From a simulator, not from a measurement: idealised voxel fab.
Title: Process Module voxel self aligned contacts
This is section cut - it's 300 nm across, gridded in 5 nm square cells.
Just so we're on the same page, the cross-sections are grids of square cells, and they're listed out in bands top to bottom, each band one or more rows deep. Band: top and bottom heights (nm) first, top before bottom; then materials from left to right, widths in nm. "throughout" marks a sole material filling the band edge to edge. "air" denotes empty space. Height reference: 0 = level under which incoming wafer is all one material. Lowest band: no bottom, runs on downward, e.g. "0..down". Width "30..40": first value at the band's top row of cells, second value at its bottom row, equal change from row to row. Reading "remained unchanged" for a step: not a cell of the cross-section changed in it. What "Sealed void listing" gives you is every empty space of 8 cells or more that is cut off from the top. Each appears as width x height at distance, with the distance taken from the left edge and width, height and distance all in nm. It should be noted that, on the line of a given step, the content following the step's settings is a remark produced by the simulator itself with respect to that step. overlay nm, on a step with a mask: how far to the right of its planned place the mask lay; to the left if negative.

# Steps in the process plan
- 1: RECEIVE, material Si
- 2: OXIDIZE, depth nm 5
- 3: DIRECTIONAL_DEP, material polySi, thk nm 30
- 4: DIRECTIONAL_DEP, material SiN, thk nm 20
- 5: DIRECTIONAL_DEP, material aC, thk nm 15
- 6: PATTERN, tone cover, mask id GATE, material resist, width nm 35, pitch nm 80, thk nm 35, overlay nm 0
- 7: DIRECTIONAL_ETCH, etch materials aC, depth nm 15
- 8: STRIP, etch materials resist
- 9: DIRECTIONAL_ETCH, etch materials SiN, depth nm 20
- 10: DIRECTIONAL_ETCH, etch materials polySi, depth nm 30
- 11: STRIP, etch materials aC
- 12: CONFORMAL_DEP, material SiN, thk nm 10
- 13: DIRECTIONAL_ETCH, etch materials SiN, depth nm 10
- 14: FILL_DEP, material SiO2, thk nm 20
- 15: CMP, height nm 60
- 16: PATTERN, tone open, mask id CONTACT, material resist, width nm 65, thk nm 15, overlay nm 0
- 17: DIRECTIONAL_ETCH, etch materials SiO2, depth nm 65
- 18: STRIP, etch materials resist
- 19: CONFORMAL_DEP, material TiN, thk nm 5
- 20: FILL_DEP, material W, thk nm 5
- 21: CMP, height nm 60
- 22: CONFORMAL_DEP, material SiN, thk nm 5

# The first of a set of two wafers, run to plan

# Cross-section: wafer on arrival = after step 1
* 0..down | Si throughout
* Sealed void listing: none

# Cross-section of the wafer subsequent to step 2
* 0..-5 | SiO2 throughout
* No changes below -5.

# Cross-section of the wafer subsequent to step 3
* 30..0 | polySi throughout
* No changes below 0.

# Cross-section of the wafer subsequent to step 4
* 50..30 | SiN throughout
* No changes below 30.

# Cross-section of the wafer subsequent to step 5
* 65..50 | aC throughout
* No changes below 50.

# Cross-section of the wafer subsequent to step 6
* 100..65 | air: 90  resist: 35  air: 45  resist: 35  air: 95
* No changes below 65.

# Cross-section of the wafer subsequent to step 7
* 85..65 | air: 90  resist: 35  air: 45  resist: 35  air: 95
* 65..50 | air: 90  aC: 35  air: 45  aC: 35  air: 95
* No changes below 50.

# Cross-section of the wafer subsequent to step 8
* 65..50 | air: 90  aC: 35  air: 45  aC: 35  air: 95
* No changes below 50.

# Cross-section of the wafer subsequent to step 9
* 65..50 | air: 90  aC: 35  air: 45  aC: 35  air: 95
* 50..30 | air: 90  SiN: 35  air: 45  SiN: 35  air: 95
* No changes below 30.

# Cross-section of the wafer subsequent to step 10
* 65..50 | air: 90  aC: 35  air: 45  aC: 35  air: 95
* 50..30 | air: 90  SiN: 35  air: 45  SiN: 35  air: 95
* 30..0 | air: 90  polySi: 35  air: 45  polySi: 35  air: 95
* No changes below 0.

# Cross-section of the wafer subsequent to step 11
* 50..30 | air: 90  SiN: 35  air: 45  SiN: 35  air: 95
* No changes below 30.

# Cross-section of the wafer subsequent to step 12
* 60..30 | air: 80  SiN: 55  air: 25  SiN: 55  air: 85
* 30..10 | air: 80  SiN: 10  polySi: 35  SiN: 10  air: 25  SiN: 10  polySi: 35  SiN: 10  air: 85
* 10..0 | SiN: 90  polySi: 35  SiN: 45  polySi: 35  SiN: 95
* No changes below 0.

# Cross-section of the wafer subsequent to step 13
* 50..30 | air: 80  SiN: 55  air: 25  SiN: 55  air: 85
* 30..0 | air: 80  SiN: 10  polySi: 35  SiN: 10  air: 25  SiN: 10  polySi: 35  SiN: 10  air: 85
* No changes below 0.

# Cross-section of the wafer subsequent to step 14
* 70..50 | SiO2 throughout
* 50..30 | SiO2: 80  SiN: 55  SiO2: 25  SiN: 55  SiO2: 85
* 30..0 | SiO2: 80  SiN: 10  polySi: 35  SiN: 10  SiO2: 25  SiN: 10  polySi: 35  SiN: 10  SiO2: 85
* No changes below 0.

# Cross-section of the wafer subsequent to step 15
* 60..50 | SiO2 throughout
* No changes below 50.

# Cross-section of the wafer subsequent to step 16
* 75..60 | resist: 115  air: 65  resist: 120
* No changes below 60.

# Cross-section of the wafer subsequent to step 17
* 75..60 | resist: 115  air: 65  resist: 120
* 60..50 | SiO2: 115  air: 65  SiO2: 120
* 50..30 | SiO2: 80  SiN: 55  air: 25  SiN: 55  SiO2: 85
* 30..0 | SiO2: 80  SiN: 10  polySi: 35  SiN: 10  air: 25  SiN: 10  polySi: 35  SiN: 10  SiO2: 85
* 0..-5 | SiO2: 135  air: 25  SiO2: 140
* No changes below -5.

# Cross-section of the wafer subsequent to step 18
* 60..50 | SiO2: 115  air: 65  SiO2: 120
* No changes below 50.

# Cross-section of the wafer subsequent to step 19
* 65..60 | TiN: 120  air: 55  TiN: 125
* 60..50 | SiO2: 115  TiN: 5..25  air: 55..15  TiN: 5..25  SiO2: 120
* 50..30 | SiO2: 80  SiN: 55  TiN: 5  air: 15  TiN: 5  SiN: 55  SiO2: 85
* 30..0 | SiO2: 80  SiN: 10  polySi: 35  SiN: 10  TiN: 5  air: 15  TiN: 5  SiN: 10  polySi: 35  SiN: 10  SiO2: 85
* 0..-5 | SiO2: 135  TiN: 25  SiO2: 140
* No changes below -5.

# Cross-section of the wafer subsequent to step 20
* 70..65 | W throughout
* 65..60 | TiN: 120  W: 55  TiN: 125
* 60..50 | SiO2: 115  TiN: 5..25  W: 55..15  TiN: 5..25  SiO2: 120
* 50..30 | SiO2: 80  SiN: 55  TiN: 5  W: 15  TiN: 5  SiN: 55  SiO2: 85
* 30..0 | SiO2: 80  SiN: 10  polySi: 35  SiN: 10  TiN: 5  W: 15  TiN: 5  SiN: 10  polySi: 35  SiN: 10  SiO2: 85
* No changes below 0.

# Cross-section of the wafer subsequent to step 21
* 60..50 | SiO2: 115  TiN: 5..25  W: 55..15  TiN: 5..25  SiO2: 120
* No changes below 50.

# Cross-section of the wafer subsequent to step 22
* 65..60 | SiN throughout
* No changes below 60.

# Wafer two. Identical start, identical plan. One mistake in execution. Identical history through step 5

# Second wafer cross-section, taken as of the time the plan sets for step 6 to be done
* 100..65 | air: 85  resist: 45  air: 35  resist: 45  air: 90
* No changes below 65.

# Second wafer cross-section, taken as of the time the plan sets for step 7 to be done
* 85..65 | air: 85  resist: 45  air: 35  resist: 45  air: 90
* 65..50 | air: 85  aC: 45  air: 35  aC: 45  air: 90
* No changes below 50.

# Second wafer cross-section, taken as of the time the plan sets for step 8 to be done
* 65..50 | air: 85  aC: 45  air: 35  aC: 45  air: 90
* No changes below 50.

# Second wafer cross-section, taken as of the time the plan sets for step 9 to be done
* 65..50 | air: 85  aC: 45  air: 35  aC: 45  air: 90
* 50..30 | air: 85  SiN: 45  air: 35  SiN: 45  air: 90
* No changes below 30.

# Second wafer cross-section, taken as of the time the plan sets for step 10 to be done
* 65..50 | air: 85  aC: 45  air: 35  aC: 45  air: 90
* 50..30 | air: 85  SiN: 45  air: 35  SiN: 45  air: 90
* 30..0 | air: 85  polySi: 45  air: 35  polySi: 45  air: 90
* No changes below 0.

# Second wafer cross-section, taken as of the time the plan sets for step 11 to be done
* 50..30 | air: 85  SiN: 45  air: 35  SiN: 45  air: 90
* No changes below 30.

# Second wafer cross-section, taken as of the time the plan sets for step 12 to be done
* 60..30 | air: 75  SiN: 65  air: 15  SiN: 65  air: 80
* 30..10 | air: 75  SiN: 10  polySi: 45  SiN: 10  air: 15  SiN: 10  polySi: 45  SiN: 10  air: 80
* 10..0 | SiN: 85  polySi: 45  SiN: 35  polySi: 45  SiN: 90
* No changes below 0.

# Second wafer cross-section, taken as of the time the plan sets for step 13 to be done
* 50..30 | air: 75  SiN: 65  air: 15  SiN: 65  air: 80
* 30..0 | air: 75  SiN: 10  polySi: 45  SiN: 10  air: 15  SiN: 10  polySi: 45  SiN: 10  air: 80
* No changes below 0.

# Second wafer cross-section, taken as of the time the plan sets for step 14 to be done
* 70..50 | SiO2 throughout
* 50..30 | SiO2: 75  SiN: 65  SiO2: 15  SiN: 65  SiO2: 80
* 30..0 | SiO2: 75  SiN: 10  polySi: 45  SiN: 10  SiO2: 15  SiN: 10  polySi: 45  SiN: 10  SiO2: 80
* No changes below 0.

# Second wafer cross-section, taken as of the time the plan sets for step 15 to be done
* 60..50 | SiO2 throughout
* No changes below 50.

# Second wafer cross-section, taken as of the time the plan sets for step 16 to be done
* 75..60 | resist: 115  air: 65  resist: 120
* No changes below 60.

# Second wafer cross-section, taken as of the time the plan sets for step 17 to be done
* 75..60 | resist: 115  air: 65  resist: 120
* 60..50 | SiO2: 115  air: 65  SiO2: 120
* 50..30 | SiO2: 75  SiN: 65  air: 15  SiN: 65  SiO2: 80
* 30..0 | SiO2: 75  SiN: 10  polySi: 45  SiN: 10  air: 15  SiN: 10  polySi: 45  SiN: 10  SiO2: 80
* 0..-5 | SiO2: 140  air: 15  SiO2: 145
* No changes below -5.

# Second wafer cross-section, taken as of the time the plan sets for step 18 to be done
* 60..50 | SiO2: 115  air: 65  SiO2: 120
* No changes below 50.

# Second wafer cross-section, taken as of the time the plan sets for step 19 to be done
* 65..60 | TiN: 120  air: 55  TiN: 125
* 60..50 | SiO2: 115  TiN: 5..30  air: 55..5  TiN: 5..30  SiO2: 120
* 50..30 | SiO2: 75  SiN: 65  TiN: 5  air: 5  TiN: 5  SiN: 65  SiO2: 80
* 30..0 | SiO2: 75  SiN: 10  polySi: 45  SiN: 10  TiN: 5  air: 5  TiN: 5  SiN: 10  polySi: 45  SiN: 10  SiO2: 80
* 0..-5 | SiO2: 140  TiN: 15  SiO2: 145
* No changes below -5.

# Second wafer cross-section, taken as of the time the plan sets for step 20 to be done
* 70..65 | W throughout
* 65..60 | TiN: 120  W: 55  TiN: 125
* 60..50 | SiO2: 115  TiN: 5..30  W: 55..5  TiN: 5..30  SiO2: 120
* 50..30 | SiO2: 75  SiN: 65  TiN: 5  W: 5  TiN: 5  SiN: 65  SiO2: 80
* 30..0 | SiO2: 75  SiN: 10  polySi: 45  SiN: 10  TiN: 5  W: 5  TiN: 5  SiN: 10  polySi: 45  SiN: 10  SiO2: 80
* No changes below 0.

# Second wafer cross-section, taken as of the time the plan sets for step 21 to be done
* 60..50 | SiO2: 115  TiN: 5..30  W: 55..5  TiN: 5..30  SiO2: 120
* No changes below 50.

# Second wafer cross-section, taken as of the time the plan sets for step 22 to be done
* 65..60 | SiN throughout
* No changes below 60.
Misprocessing identified: step 6 ran with different settings than intended, the actual operation and settings being PATTERN, tone cover, mask id GATE, material resist, width nm 45, pitch nm 80, thk nm 35, overlay nm 0
The second wafer ends with more or fewer cells of some materials than the first, per final count: SiN: 16 more, SiO2: 18 fewer, W: 22 fewer, polySi: 24 more
